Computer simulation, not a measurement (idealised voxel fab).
A process module follows: voxel wiring stack.
Cross-section cut: width 300 nm, square cells of 5 nm.
Think of the cross-section as a grid of square cells. We describe it in bands, top to bottom, and each band covers one or more rows of those cells.
A band entry consists of two parts. The first gives the height of the band's top and the height of its bottom, in nm. The rest lists the band's materials from left to right, each with its width in nm. A single material labelled with the word "edge to edge" fills the band from edge to edge, and the word "empty" marks empty space.
Height datum 0, below which the as-received substrate wafer is one material. Lowest band open at the bottom, running downward: "0 and below".
Width "30..40": first value at the band's top row of cells, second value at its bottom row, equal change from row to row.
"no modifications" (step): cross-section cells unchanged, all of them.
For the entry "Fully closed voids", the listed items are empty spaces with no open way to the top whose size is 8 cells or more; each item follows the pattern width x height at distance, where distance is from the left edge and all three are in nm.
On each step's line, the part that comes after the settings is the simulator's own comment on the step.
overlay nm: mask right of planned place by this much (step with mask). Neg. = left.
## The following list gives the planned process steps
| 1 | RECEIVE: material Si |
| 2 | CONFORMAL_DEP: material SiO2, thk nm 15 |
| 3 | DIRECTIONAL_DEP: material TiN, thk nm 5 |
| 4 | DIRECTIONAL_DEP: material W, thk nm 15 |
| 5 | PATTERN: tone cover, mask id METAL_1, material resist, width nm 25, pitch nm 55, thk nm 20, overlay nm 0 |
| 6 | DIRECTIONAL_ETCH: etch materials W, depth nm 15 |
| 7 | DIRECTIONAL_ETCH: etch materials TiN, depth nm 5 |
| 8 | STRIP: etch materials resist |
| 9 | CONFORMAL_DEP: material SiCN, thk nm 5 |
| 10 | FILL_DEP: material lowk, thk nm 10 |
| 11 | CMP: height nm 35 |
| 12 | CONFORMAL_DEP: material SiCN, thk nm 5 |
| 13 | DIRECTIONAL_DEP: material lowk, thk nm 10 |
| 14 | DIRECTIONAL_DEP: material aC, thk nm 10 |
| 15 | PATTERN: tone open, mask id PLUG_1, material resist, width nm 15, thk nm 25, overlay nm 0 |
| 16 | DIRECTIONAL_ETCH: etch materials aC, depth nm 10 |
| 17 | STRIP: etch materials resist |
| 18 | DIRECTIONAL_ETCH: etch materials lowk, depth nm 10 |
| 19 | DIRECTIONAL_ETCH: etch materials SiCN, depth nm 5 |
| 20 | STRIP: etch materials aC |
| 21 | CONFORMAL_DEP: material TiN, thk nm 5 |
| 22 | FILL_DEP: material Cu, thk nm 5 |
| 23 | CMP: height nm 50 |
| 24 | CONFORMAL_DEP: material SiCN, thk nm 5 |
| 25 | DIRECTIONAL_DEP: material lowk, thk nm 15 |
| 26 | MASKED_ETCH: tone open, mask id METAL_2, width nm 25, pitch nm 55, etch materials lowk, depth nm 15, overlay nm 0 |
| 27 | MASKED_ETCH: tone open, mask id METAL_2, width nm 25, pitch nm 55, etch materials SiCN, depth nm 5, overlay nm 0 |
| 28 | CONFORMAL_DEP: material TiN, thk nm 5 |
| 29 | FILL_DEP: material Cu, thk nm 5 |
| 30 | CMP: height nm 70 |
| 31 | CONFORMAL_DEP: material SiCN, thk nm 5 |
| 32 | DIRECTIONAL_DEP: material lowk, thk nm 15 |
| 33 | PATTERN: tone open, mask id PLUG_2, material resist, width nm 15, thk nm 15, overlay nm 0 |
| 34 | DIRECTIONAL_ETCH: etch materials lowk, depth nm 15 |
| 35 | DIRECTIONAL_ETCH: etch materials SiCN, depth nm 5 |
| 36 | STRIP: etch materials resist |
| 37 | CONFORMAL_DEP: material TiN, thk nm 5 |
| 38 | FILL_DEP: material Cu, thk nm 5 |
| 39 | CMP: height nm 90 |
| 40 | DIRECTIONAL_DEP: material TiN, thk nm 5 |
| 41 | DIRECTIONAL_DEP: material Ru, thk nm 20 |
| 42 | MASKED_ETCH: tone cover, mask id METAL_3, width nm 25, pitch nm 55, etch materials Ru, depth nm 20, overlay nm 0 |
| 43 | MASKED_ETCH: tone cover, mask id METAL_3, width nm 25, pitch nm 55, etch materials TiN, depth nm 5, overlay nm 0 |
| 44 | CONFORMAL_DEP: material SiCN, thk nm 5 |
| 45 | FILL_DEP: material SiO2, thk nm 5 |
| 46 | CMP: height nm 115 |
| 47 | CONFORMAL_DEP: material SiCN, thk nm 5 |
| 48 | DIRECTIONAL_DEP: material lowk, thk nm 30 |
| 49 | PATTERN: tone open, mask id METAL_4_HOLES, material resist, width nm 15, pitch nm 55, thk nm 20, overlay nm 0 |
| 50 | DIRECTIONAL_ETCH: etch materials lowk, depth nm 30 |
| 51 | STRIP: etch materials resist |
| 52 | PATTERN: tone open, mask id METAL_4, material resist, width nm 25, pitch nm 55, thk nm 15, overlay nm 0 |
| 53 | DIRECTIONAL_ETCH: etch materials lowk, depth nm 15 |
| 54 | DIRECTIONAL_ETCH: etch materials SiCN, depth nm 5 |
| 55 | STRIP: etch materials resist |
| 56 | CONFORMAL_DEP: material TiN, thk nm 5 |
| 57 | FILL_DEP: material Cu, thk nm 10 |
| 58 | CMP: height nm 150 |
| 59 | CONFORMAL_DEP: material SiN, thk nm 5 |
## The first of the two wafers, which ran as planned
## Delivered wafer in cross-section: state after step 1
  0 and below = Si edge to edge
  Fully closed voids: none
## The wafer, seen in cross-section, after step 2
  15 down to 0 = SiO2 edge to edge
  Under 0: no change, same as before.
## The wafer, seen in cross-section, after step 3
  20 down to 15 = TiN edge to edge
  Under 15: no change, same as before.
## The wafer, seen in cross-section, after step 4
  35 down to 20 = W edge to edge
  Under 20: no change, same as before.
## The wafer, seen in cross-section, after step 5
  55 down to 35 = empty=110, resist=25, empty=30, resist=25, empty=110
  Under 35: no change, same as before.
## The wafer, seen in cross-section, after step 6
  55 down to 35 = empty=110, resist=25, empty=30, resist=25, empty=110
  35 down to 20 = empty=110, W=25, empty=30, W=25, empty=110
  Under 20: no change, same as before.
## The wafer, seen in cross-section, after step 7
  55 down to 35 = empty=110, resist=25, empty=30, resist=25, empty=110
  35 down to 20 = empty=110, W=25, empty=30, W=25, empty=110
  20 down to 15 = empty=110, TiN=25, empty=30, TiN=25, empty=110
  Under 15: no change, same as before.
## The wafer, seen in cross-section, after step 8
  35 down to 20 = empty=110, W=25, empty=30, W=25, empty=110
  Under 20: no change, same as before.
## The wafer, seen in cross-section, after step 9
  40 down to 35 = empty=105, SiCN=35, empty=20, SiCN=35, empty=105
  35 down to 20 = empty=105, SiCN=5, W=25, SiCN=5, empty=20, SiCN=5, W=25, SiCN=5, empty=105
  20 down to 15 = SiCN=110, TiN=25, SiCN=30, TiN=25, SiCN=110
  Under 15: no change, same as before.
## The wafer, seen in cross-section, after step 10
  50 down to 40 = lowk edge to edge
  40 down to 35 = lowk=105, SiCN=35, lowk=20, SiCN=35, lowk=105
  35 down to 20 = lowk=105, SiCN=5, W=25, SiCN=5, lowk=20, SiCN=5, W=25, SiCN=5, lowk=105
  Under 20: no change, same as before.
## The wafer, seen in cross-section, after step 11
  35 down to 20 = lowk=105, SiCN=5, W=25, SiCN=5, lowk=20, SiCN=5, W=25, SiCN=5, lowk=105
  Under 20: no change, same as before.
## The wafer, seen in cross-section, after step 12
  40 down to 35 = SiCN edge to edge
  Under 35: no change, same as before.
## The wafer, seen in cross-section, after step 13
  50 down to 40 = lowk edge to edge
  Under 40: no change, same as before.
## The wafer, seen in cross-section, after step 14
  60 down to 50 = aC edge to edge
  Under 50: no change, same as before.
## The wafer, seen in cross-section, after step 15
  85 down to 60 = resist=110, empty=15, resist=175
  Under 60: no change, same as before.
## The wafer, seen in cross-section, after step 16
  75 down to 60 = resist=110, empty=15, resist=175
  60 down to 50 = aC=110, empty=15, aC=175
  Under 50: no change, same as before.
## The wafer, seen in cross-section, after step 17
  60 down to 50 = aC=110, empty=15, aC=175
  Under 50: no change, same as before.
## The wafer, seen in cross-section, after step 18
  60 down to 50 = aC=110, empty=15, aC=175
  50 down to 40 = lowk=110, empty=15, lowk=175
  Under 40: no change, same as before.
## The wafer, seen in cross-section, after step 19
  60 down to 50 = aC=110, empty=15, aC=175
  50 down to 40 = lowk=110, empty=15, lowk=175
  40 down to 35 = SiCN=110, empty=15, SiCN=175
  Under 35: no change, same as before.
## The wafer, seen in cross-section, after step 20
  50 down to 40 = lowk=110, empty=15, lowk=175
  Under 40: no change, same as before.
## The wafer, seen in cross-section, after step 21
  55 down to 50 = TiN=115, empty=5, TiN=180
  50 down to 40 = lowk=110, TiN=5, empty=5, TiN=5, lowk=175
  40 down to 35 = SiCN=110, TiN=15, SiCN=175
  Under 35: no change, same as before.
## The wafer, seen in cross-section, after step 22
  60 down to 55 = Cu edge to edge
  55 down to 50 = TiN=115, Cu=5, TiN=180
  50 down to 40 = lowk=110, TiN=5, Cu=5, TiN=5, lowk=175
  Under 40: no change, same as before.
## The wafer, seen in cross-section, after step 23
  50 down to 40 = lowk=110, TiN=5, Cu=5, TiN=5, lowk=175
  Under 40: no change, same as before.
## The wafer, seen in cross-section, after step 24
  55 down to 50 = SiCN edge to edge
  Under 50: no change, same as before.
## The wafer, seen in cross-section, after step 25
  70 down to 55 = lowk edge to edge
  Under 55: no change, same as before.
## The wafer, seen in cross-section, after step 26
  70 down to 55 = lowk=110, empty=25, lowk=30, empty=25, lowk=110
  Under 55: no change, same as before.
## The wafer, seen in cross-section, after step 27
  70 down to 55 = lowk=110, empty=25, lowk=30, empty=25, lowk=110
  55 down to 50 = SiCN=110, empty=25, SiCN=30, empty=25, SiCN=110
  Under 50: no change, same as before.
## The wafer, seen in cross-section, after step 28
  75 down to 70 = TiN=115, empty=15, TiN=40, empty=15, TiN=115
  70 down to 55 = lowk=110, TiN=5, empty=15, TiN=5, lowk=30, TiN=5, empty=15, TiN=5, lowk=110
  55 down to 50 = SiCN=110, TiN=25, SiCN=30, TiN=25, SiCN=110
  Under 50: no change, same as before.
## The wafer, seen in cross-section, after step 29
  80 down to 75 = Cu edge to edge
  75 down to 70 = TiN=115, Cu=15, TiN=40, Cu=15, TiN=115
  70 down to 55 = lowk=110, TiN=5, Cu=15, TiN=5, lowk=30, TiN=5, Cu=15, TiN=5, lowk=110
  Under 55: no change, same as before.
## The wafer, seen in cross-section, after step 30
  70 down to 55 = lowk=110, TiN=5, Cu=15, TiN=5, lowk=30, TiN=5, Cu=15, TiN=5, lowk=110
  Under 55: no change, same as before.
## The wafer, seen in cross-section, after step 31
  75 down to 70 = SiCN edge to edge
  Under 70: no change, same as before.
## The wafer, seen in cross-section, after step 32
  90 down to 75 = lowk edge to edge
  Under 75: no change, same as before.
## The wafer, seen in cross-section, after step 33
  105 down to 90 = resist=110, empty=15, resist=175
  Under 90: no change, same as before.
## The wafer, seen in cross-section, after step 34
  105 down to 90 = resist=110, empty=15, resist=175
  90 down to 75 = lowk=110, empty=15, lowk=175
  Under 75: no change, same as before.
## The wafer, seen in cross-section, after step 35
  105 down to 90 = resist=110, empty=15, resist=175
  90 down to 75 = lowk=110, empty=15, lowk=175
  75 down to 70 = SiCN=110, empty=15, SiCN=175
  Under 70: no change, same as before.
## The wafer, seen in cross-section, after step 36
  90 down to 75 = lowk=110, empty=15, lowk=175
  Under 75: no change, same as before.
## The wafer, seen in cross-section, after step 37
  95 down to 90 = TiN=115, empty=5, TiN=180
  90 down to 75 = lowk=110, TiN=5, empty=5, TiN=5, lowk=175
  75 down to 70 = SiCN=110, TiN=15, SiCN=175
  Under 70: no change, same as before.
## The wafer, seen in cross-section, after step 38
  100 down to 95 = Cu edge to edge
  95 down to 90 = TiN=115, Cu=5, TiN=180
  90 down to 75 = lowk=110, TiN=5, Cu=5, TiN=5, lowk=175
  Under 75: no change, same as before.
## The wafer, seen in cross-section, after step 39
  90 down to 75 = lowk=110, TiN=5, Cu=5, TiN=5, lowk=175
  Under 75: no change, same as before.
## The wafer, seen in cross-section, after step 40
  95 down to 90 = TiN edge to edge
  Under 90: no change, same as before.
## The wafer, seen in cross-section, after step 41
  115 down to 95 = Ru edge to edge
  Under 95: no change, same as before.
## The wafer, seen in cross-section, after step 42
  115 down to 95 = empty=110, Ru=25, empty=30, Ru=25, empty=110
  Under 95: no change, same as before.
## The wafer, seen in cross-section, after step 43
  115 down to 95 = empty=110, Ru=25, empty=30, Ru=25, empty=110
  95 down to 90 = empty=110, TiN=25, empty=30, TiN=25, empty=110
  Under 90: no change, same as before.
## The wafer, seen in cross-section, after step 44
  120 down to 115 = empty=105, SiCN=35, empty=20, SiCN=35, empty=105
  115 down to 95 = empty=105, SiCN=5, Ru=25, SiCN=5, empty=20, SiCN=5, Ru=25, SiCN=5, empty=105
  95 down to 90 = SiCN=110, TiN=25, SiCN=30, TiN=25, SiCN=110
  Under 90: no change, same as before.
## The wafer, seen in cross-section, after step 45
  125 down to 120 = SiO2 edge to edge
  120 down to 115 = SiO2=105, SiCN=35, SiO2=20, SiCN=35, SiO2=105
  115 down to 95 = SiO2=105, SiCN=5, Ru=25, SiCN=5, SiO2=20, SiCN=5, Ru=25, SiCN=5, SiO2=105
  Under 95: no change, same as before.
## The wafer, seen in cross-section, after step 46
  115 down to 95 = SiO2=105, SiCN=5, Ru=25, SiCN=5, SiO2=20, SiCN=5, Ru=25, SiCN=5, SiO2=105
  Under 95: no change, same as before.
## The wafer, seen in cross-section, after step 47
  120 down to 115 = SiCN edge to edge
  Under 115: no change, same as before.
## The wafer, seen in cross-section, after step 48
  150 down to 120 = lowk edge to edge
  Under 120: no change, same as before.
## The wafer, seen in cross-section, after step 49
  170 down to 150 = resist=110, empty=15, resist=40, empty=15, resist=120
  Under 150: no change, same as before.
## The wafer, seen in cross-section, after step 50
  170 down to 150 = resist=110, empty=15, resist=40, empty=15, resist=120
  150 down to 120 = lowk=110, empty=15, lowk=40, empty=15, lowk=120
  Under 120: no change, same as before.
## The wafer, seen in cross-section, after step 51
  150 down to 120 = lowk=110, empty=15, lowk=40, empty=15, lowk=120
  Under 120: no change, same as before.
## The wafer, seen in cross-section, after step 52
  165 down to 150 = resist=110, empty=25, resist=30, empty=25, resist=110
  Under 150: no change, same as before.
## The wafer, seen in cross-section, after step 53
  165 down to 150 = resist=110, empty=25, resist=30, empty=25, resist=110
  150 down to 135 = lowk=110, empty=25, lowk=30, empty=25, lowk=110
  Under 135: no change, same as before.
## The wafer, seen in cross-section, after step 54
  165 down to 150 = resist=110, empty=25, resist=30, empty=25, resist=110
  150 down to 135 = lowk=110, empty=25, lowk=30, empty=25, lowk=110
  135 down to 120 = lowk=110, empty=15, lowk=40, empty=15, lowk=120
  120 down to 115 = SiCN=110, empty=15, SiCN=40, empty=15, SiCN=120
  Under 115: no change, same as before.
## The wafer, seen in cross-section, after step 55
  150 down to 135 = lowk=110, empty=25, lowk=30, empty=25, lowk=110
  Under 135: no change, same as before.
## The wafer, seen in cross-section, after step 56
  155 down to 150 = TiN=115, empty=15, TiN=40, empty=15, TiN=115
  150 down to 140 = lowk=110, TiN=5, empty=15, TiN=5, lowk=30, TiN=5, empty=15, TiN=5, lowk=110
  140 down to 135 = lowk=110, TiN=5, empty=5, TiN=15, lowk=30, TiN=5, empty=5, TiN=15, lowk=110
  135 down to 120 = lowk=110, TiN=5, empty=5, TiN=5, lowk=40, TiN=5, empty=5, TiN=5, lowk=120
  120 down to 115 = SiCN=110, TiN=15, SiCN=40, TiN=15, SiCN=120
  Under 115: no change, same as before.
## The wafer, seen in cross-section, after step 57
  165 down to 155 = Cu edge to edge
  155 down to 150 = TiN=115, Cu=15, TiN=40, Cu=15, TiN=115
  150 down to 140 = lowk=110, TiN=5, Cu=15, TiN=5, lowk=30, TiN=5, Cu=15, TiN=5, lowk=110
  140 down to 135 = lowk=110, TiN=5, Cu=5, TiN=15, lowk=30, TiN=5, Cu=5, TiN=15, lowk=110
  135 down to 120 = lowk=110, TiN=5, Cu=5, TiN=5, lowk=40, TiN=5, Cu=5, TiN=5, lowk=120
  Under 120: no change, same as before.
## The wafer, seen in cross-section, after step 58
  150 down to 140 = lowk=110, TiN=5, Cu=15, TiN=5, lowk=30, TiN=5, Cu=15, TiN=5, lowk=110
  Under 140: no change, same as before.
## The wafer, seen in cross-section, after step 59
  155 down to 150 = SiN edge to edge
  Under 150: no change, same as before.
## second wafer: like start, like plan, one mistake. Through step 51 it matches the first wafer
## Cross-section of the second wafer at the time step 52 of the plan should have ended
  165 down to 150 = empty=110, resist=25, empty=30, resist=25, empty=110
  150 down to 120 = lowk=110, resist=15, lowk=40, resist=15, lowk=120
  Under 120: no change, same as before.
## Cross-section of the second wafer at the time step 53 of the plan should have ended
  165 down to 150 = empty=110, resist=25, empty=30, resist=25, empty=110
  150 down to 135 = empty=110, resist=15, lowk=10, empty=30, resist=15, lowk=10, empty=110
  Under 135: no change, same as before.
Cross-section of the second wafer at the time step 54 of the plan should have ended: no modifications
## Cross-section of the second wafer at the time step 55 of the plan should have ended
  150 down to 135 = empty=125, lowk=10, empty=45, lowk=10, empty=110
  135 down to 120 = lowk=110, empty=15, lowk=40, empty=15, lowk=120
  Under 120: no change, same as before.
## Cross-section of the second wafer at the time step 56 of the plan should have ended
  155 down to 150 = empty=120, TiN=20, empty=35, TiN=20, empty=105
  150 down to 140 = empty=120, TiN=5, lowk=10, TiN=5, empty=35, TiN=5, lowk=10, TiN=5, empty=105
  140 down to 135 = TiN=115, empty=5, TiN=5, lowk=10, TiN=35, empty=5, TiN=5, lowk=10, TiN=110
  135 down to 125 = lowk=110, TiN=5, empty=5, TiN=5, lowk=40, TiN=5, empty=5, TiN=5, lowk=120
  125 down to 120 = lowk=110, TiN=15, lowk=40, TiN=15, lowk=120
  Under 120: no change, same as before.
## Cross-section of the second wafer at the time step 57 of the plan should have ended
  165 down to 155 = Cu edge to edge
  155 down to 150 = Cu=120, TiN=20, Cu=35, TiN=20, Cu=105
  150 down to 140 = Cu=120, TiN=5, lowk=10, TiN=5, Cu=35, TiN=5, lowk=10, TiN=5, Cu=105
  140 down to 135 = TiN=115, Cu=5, TiN=5, lowk=10, TiN=35, Cu=5, TiN=5, lowk=10, TiN=110
  135 down to 125 = lowk=110, TiN=5, Cu=5, TiN=5, lowk=40, TiN=5, Cu=5, TiN=5, lowk=120
  Under 125: no change, same as before.
## Cross-section of the second wafer at the time step 58 of the plan should have ended
  150 down to 140 = Cu=120, TiN=5, lowk=10, TiN=5, Cu=35, TiN=5, lowk=10, TiN=5, Cu=105
  Under 140: no change, same as before.
## Cross-section of the second wafer at the time step 59 of the plan should have ended
  155 down to 150 = SiN edge to edge
  Under 150: no change, same as before.
So what did we get wrong on this run? not per plan at step 52, really ran PATTERN: tone cover, mask id METAL_4, material resist, width nm 25, pitch nm 55, thk nm 15, overlay nm 0
End of process, cell counts, second wafer against first, materials with more or fewer: +90 Cu | +6 SiCN | +42 TiN | -138 lowk
